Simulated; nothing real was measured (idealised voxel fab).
Module name: voxel transistor to metal (process module)
In the cross-section labelled cut, the width is 265 nm and each square cell is 5 nm.
A cross-section is a grid of square cells, given in bands from the top down. A band is one or more rows of cells.
Per band: top height and bottom height in nm, followed by the left-to-right materials and their widths in nm; "everywhere" marks a single material spanning edge to edge, "blank" marks empty space.
Beneath 0, the wafer as received is one material, and that level is where height counting begins. The lowest band goes on downward without a bottom; it is written like "0 and below".
Width spec "30 to 40" -> top row of cells at first value, bottom row at second value, equal per-row change in between.
It should be understood that the words "remained unchanged", when stated for a given step, signify that the cross-section underwent no change in any of its cells during that step.
"Enclosed void catalog" lists enclosed empty spaces (at least 8 cells, no open path upward to the top), each as width x height at distance from the left edge, in nm.
Note: text after step settings on the step line = simulator remark on that step.
Steps that use a mask can have "overlay nm" on their line. It says how far the mask sat to the right of where it was meant to be. Negative means to the left.
So here's the lineup of process steps we planned
step 1: RECEIVE (material Si)
step 2: CONFORMAL_DEP (material SiO2; thk nm 5)
step 3: CONFORMAL_DEP (material SiN; thk nm 15)
step 4: MASKED_ETCH (tone cover; mask id ACTIVE; width nm 100; pitch nm 125; etch materials SiN; depth nm 15; overlay nm 0)
step 5: MASKED_ETCH (tone cover; mask id ACTIVE; width nm 100; pitch nm 125; etch materials SiO2; depth nm 5; overlay nm 0)
step 6: MASKED_ETCH (tone cover; mask id ACTIVE; width nm 100; pitch nm 125; etch materials Si; depth nm 35; overlay nm 0)
step 7: OXIDIZE (depth nm 5)
step 8: FILL_DEP (material SiO2; thk nm 5)
step 9: CMP (height nm 20)
step 10: SELECTIVE_ETCH (etch materials SiO2; depth nm 15)
step 11: STRIP (etch materials SiN)
step 12: SELECTIVE_ETCH (etch materials SiO2; depth nm 5)
step 13: OXIDIZE (depth nm 5)
step 14: DIRECTIONAL_DEP (material polySi; thk nm 20)
step 15: DIRECTIONAL_DEP (material SiCN; thk nm 15)
step 16: MASKED_ETCH (tone cover; mask id GATE; width nm 20; pitch nm 125; etch materials SiCN; depth nm 25; overlay nm -10)
step 17: MASKED_ETCH (tone cover; mask id GATE; width nm 20; pitch nm 125; etch materials polySi; depth nm 30; overlay nm 0)
step 18: CONFORMAL_DEP (material SiN; thk nm 10)
step 19: DIRECTIONAL_ETCH (etch materials SiN; depth nm 10)
step 20: DIRECTIONAL_ETCH (etch materials SiO2; depth nm 5)
step 21: EPI (material pSi; thk nm 5)
step 22: FILL_DEP (material SiO2; thk nm 5)
step 23: CMP (height nm 35)
step 24: DIRECTIONAL_DEP (material SiO2; thk nm 15)
step 25: DIRECTIONAL_DEP (material aC; thk nm 10)
step 26: PATTERN (tone open; mask id CONTACT; material resist; width nm 30; thk nm 25; overlay nm 0)
step 27: DIRECTIONAL_ETCH (etch materials aC; depth nm 10)
step 28: STRIP (etch materials resist)
step 29: DIRECTIONAL_ETCH (etch materials SiO2; depth nm 50)
step 30: STRIP (etch materials aC)
step 31: CONFORMAL_DEP (material TiN; thk nm 5)
step 32: FILL_DEP (material Ru; thk nm 10)
step 33: CMP (height nm 50)
step 34: DIRECTIONAL_DEP (material TiN; thk nm 5)
step 35: DIRECTIONAL_DEP (material Ru; thk nm 20)
step 36: PATTERN (tone cover; mask id METAL_1; material resist; width nm 15; thk nm 15; overlay nm 0)
step 37: DIRECTIONAL_ETCH (etch materials Ru; depth nm 20)
step 38: DIRECTIONAL_ETCH (etch materials TiN; depth nm 5)
step 39: STRIP (etch materials resist)
step 40: FILL_DEP (material SiO2; thk nm 5)
step 41: CMP (height nm 75)
step 42: CONFORMAL_DEP (material SiCN; thk nm 5)
step 43: DIRECTIONAL_DEP (material SiO2; thk nm 35)
step 44: DIRECTIONAL_DEP (material aC; thk nm 15)
step 45: PATTERN (tone open; mask id METAL_2; material resist; width nm 15; pitch nm 125; thk nm 30; overlay nm 0)
step 46: DIRECTIONAL_ETCH (etch materials aC; depth nm 15)
step 47: STRIP (etch materials resist)
step 48: DIRECTIONAL_ETCH (etch materials SiO2; depth nm 20)
step 49: STRIP (etch materials aC)
step 50: DIRECTIONAL_DEP (material aC; thk nm 10)
step 51: PATTERN (tone open; mask id METAL_2_HOLES; material resist; width nm 15; pitch nm 125; thk nm 25; overlay nm 0)
step 52: DIRECTIONAL_ETCH (etch materials aC; depth nm 10)
step 53: STRIP (etch materials resist)
step 54: DIRECTIONAL_ETCH (etch materials SiO2; depth nm 15)
step 55: DIRECTIONAL_ETCH (etch materials SiCN; depth nm 5)
step 56: STRIP (etch materials aC)
step 57: CONFORMAL_DEP (material TiN; thk nm 5)
step 58: FILL_DEP (material Cu; thk nm 10)
step 59: CMP (height nm 115)
step 60: CONFORMAL_DEP (material SiCN; thk nm 5)
It is noted that the wafers described herein are identical at the outset and are distinguished by the overlay nm of step 16; the value stated in the plan corresponds to the first wafer.
Sectional view: first of several wafers, as received, after step 1
    0 and below = Si everywhere
    Enclosed void catalog: none
Last step of the module is step 60; after it, the first of several wafers in cross-section
    120 down to 115 = SiCN everywhere
    115 down to 80 = SiO2 25, then TiN 5, then Cu 5, then TiN 5, then SiO2 110, then TiN 5, then Cu 5, then TiN 5, then SiO2 100
    80 down to 75 = SiCN 25, then TiN 15, then SiCN 110, then TiN 15, then SiCN 100
    75 down to 55 = SiO2 25, then Ru 15, then SiO2 60, then Ru 15, then SiO2 35, then Ru 15, then SiO2 60, then Ru 15, then SiO2 25
    55 down to 50 = SiO2 25, then TiN 15, then SiO2 60, then TiN 15, then SiO2 35, then TiN 15, then SiO2 60, then TiN 15, then SiO2 25
    50 down to 40 = SiO2 25, then TiN 5, then Ru 20, then TiN 5, then SiO2 30, then TiN 5, then Ru 20, then TiN 5, then SiO2 35, then TiN 5, then Ru 20, then TiN 5, then SiO2 30, then TiN 5, then Ru 20, then TiN 5, then SiO2 25
    40 down to 35 = SiO2 25, then TiN 5, then Ru 5, then TiN 20, then SiO2 30, then TiN 5, then Ru 20, then TiN 5, then SiO2 35, then TiN 5, then Ru 5, then TiN 20, then SiO2 30, then TiN 5, then Ru 20, then TiN 5, then SiO2 25
    35 down to 25 = SiO2 25, then TiN 5, then Ru 5, then TiN 5, then SiN 10, then SiCN 20, then SiN 10, then SiO2 5, then TiN 5, then Ru 20, then TiN 5, then SiO2 35, then TiN 5, then Ru 5, then TiN 5, then SiN 10, then SiCN 20, then SiN 10, then SiO2 5, then TiN 5, then Ru 20, then TiN 5, then SiO2 25
    25 down to 20 = SiO2 25, then TiN 5, then Ru 5, then TiN 5, then SiN 10, then SiCN 20, then SiN 10, then SiO2 5, then TiN 10, then Ru 15, then TiN 5, then SiO2 35, then TiN 5, then Ru 5, then TiN 5, then SiN 10, then SiCN 20, then SiN 10, then SiO2 5, then TiN 10, then Ru 15, then TiN 5, then SiO2 25
    20 down to 5 = SiO2 25, then TiN 5, then Ru 5, then TiN 5, then SiN 10, then polySi 30, then SiN 10, then TiN 5, then Ru 15, then TiN 5, then SiO2 35, then TiN 5, then Ru 5, then TiN 5, then SiN 10, then polySi 30, then SiN 10, then TiN 5, then Ru 15, then TiN 5, then SiO2 25
    5 down to 0 = SiO2 25, then TiN 15, then SiN 10, then polySi 30, then SiN 10, then TiN 25, then SiO2 35, then TiN 15, then SiN 10, then polySi 30, then SiN 10, then TiN 25, then SiO2 25
    0 down to -5 = SiO2 20, then pSi 20, then SiO2 50, then pSi 30, then SiO2 25, then pSi 20, then SiO2 50, then pSi 30, then SiO2 20
    -5 down to -40 = SiO2 25, then Si 90, then SiO2 35, then Si 90, then SiO2 25
    -40 and below = Si everywhere
    Enclosed void catalog: none
Here we cross-sectioned the last of the wafers once the module was done
    120 down to 115 = SiCN everywhere
    115 down to 80 = SiO2 25, then TiN 5, then Cu 5, then TiN 5, then SiO2 110, then TiN 5, then Cu 5, then TiN 5, then SiO2 100
    80 down to 75 = SiCN 25, then TiN 15, then SiCN 110, then TiN 15, then SiCN 100
    75 down to 55 = SiO2 25, then Ru 15, then SiO2 60, then Ru 15, then SiO2 35, then Ru 15, then SiO2 60, then Ru 15, then SiO2 25
    55 down to 50 = SiO2 25, then TiN 15, then SiO2 60, then TiN 15, then SiO2 35, then TiN 15, then SiO2 60, then TiN 15, then SiO2 25
    50 down to 40 = SiO2 25, then TiN 5, then Ru 20, then TiN 5, then SiO2 30, then TiN 5, then Ru 20, then TiN 5, then SiO2 35, then TiN 5, then Ru 20, then TiN 5, then SiO2 30, then TiN 5, then Ru 20, then TiN 5, then SiO2 25
    40 down to 35 = SiO2 25, then TiN 5, then Ru 20, then TiN 5, then SiO2 30, then TiN 20, then Ru 5, then TiN 5, then SiO2 35, then TiN 5, then Ru 20, then TiN 5, then SiO2 30, then TiN 20, then Ru 5, then TiN 5, then SiO2 25
    35 down to 25 = SiO2 25, then TiN 5, then Ru 20, then TiN 5, then SiO2 5, then SiN 10, then SiCN 20, then SiN 10, then TiN 5, then Ru 5, then TiN 5, then SiO2 35, then TiN 5, then Ru 20, then TiN 5, then SiO2 5, then SiN 10, then SiCN 20, then SiN 10, then TiN 5, then Ru 5, then TiN 5, then SiO2 25
    25 down to 20 = SiO2 25, then TiN 5, then Ru 15, then TiN 10, then SiO2 5, then SiN 10, then SiCN 20, then SiN 10, then TiN 5, then Ru 5, then TiN 5, then SiO2 35, then TiN 5, then Ru 15, then TiN 10, then SiO2 5, then SiN 10, then SiCN 20, then SiN 10, then TiN 5, then Ru 5, then TiN 5, then SiO2 25
    20 down to 5 = SiO2 25, then TiN 5, then Ru 15, then TiN 5, then SiN 10, then polySi 30, then SiN 10, then TiN 5, then Ru 5, then TiN 5, then SiO2 35, then TiN 5, then Ru 15, then TiN 5, then SiN 10, then polySi 30, then SiN 10, then TiN 5, then Ru 5, then TiN 5, then SiO2 25
    5 down to 0 = SiO2 25, then TiN 25, then SiN 10, then polySi 30, then SiN 10, then TiN 15, then SiO2 35, then TiN 25, then SiN 10, then polySi 30, then SiN 10, then TiN 15, then SiO2 25
    0 down to -5 = SiO2 20, then pSi 30, then SiO2 50, then pSi 20, then SiO2 25, then pSi 30, then SiO2 50, then pSi 20, then SiO2 20
    -5 down to -40 = SiO2 25, then Si 90, then SiO2 35, then Si 90, then SiO2 25
    -40 and below = Si everywhere
    Enclosed void catalog: none
Take any row and you have a wafer at the end of the module: how many cells of each material it has gained (+) or lost (-) since it was received, and then its closed voids
overlay nm -10; +14 Cu; +142 Ru; -172 Si; +124 SiCN; +56 SiN; +898 SiO2; +142 TiN; +20 pSi; +48 polySi; Enclosed void catalog: none
overlay nm -5; +14 Cu; +156 Ru; -172 Si; +124 SiCN; +56 SiN; +890 SiO2; +142 TiN; +22 pSi; +40 polySi; Enclosed void catalog: none
overlay nm 0; +14 Cu; +164 Ru; -172 Si; +124 SiCN; +56 SiN; +888 SiO2; +142 TiN; +24 pSi; +32 polySi; Enclosed void catalog: none
overlay nm 5; +14 Cu; +156 Ru; -172 Si; +124 SiCN; +56 SiN; +890 SiO2; +142 TiN; +22 pSi; +40 polySi; Enclosed void catalog: none
overlay nm 10; +14 Cu; +142 Ru; -172 Si; +124 SiCN; +56 SiN; +898 SiO2; +142 TiN; +20 pSi; +48 polySi; Enclosed void catalog: none
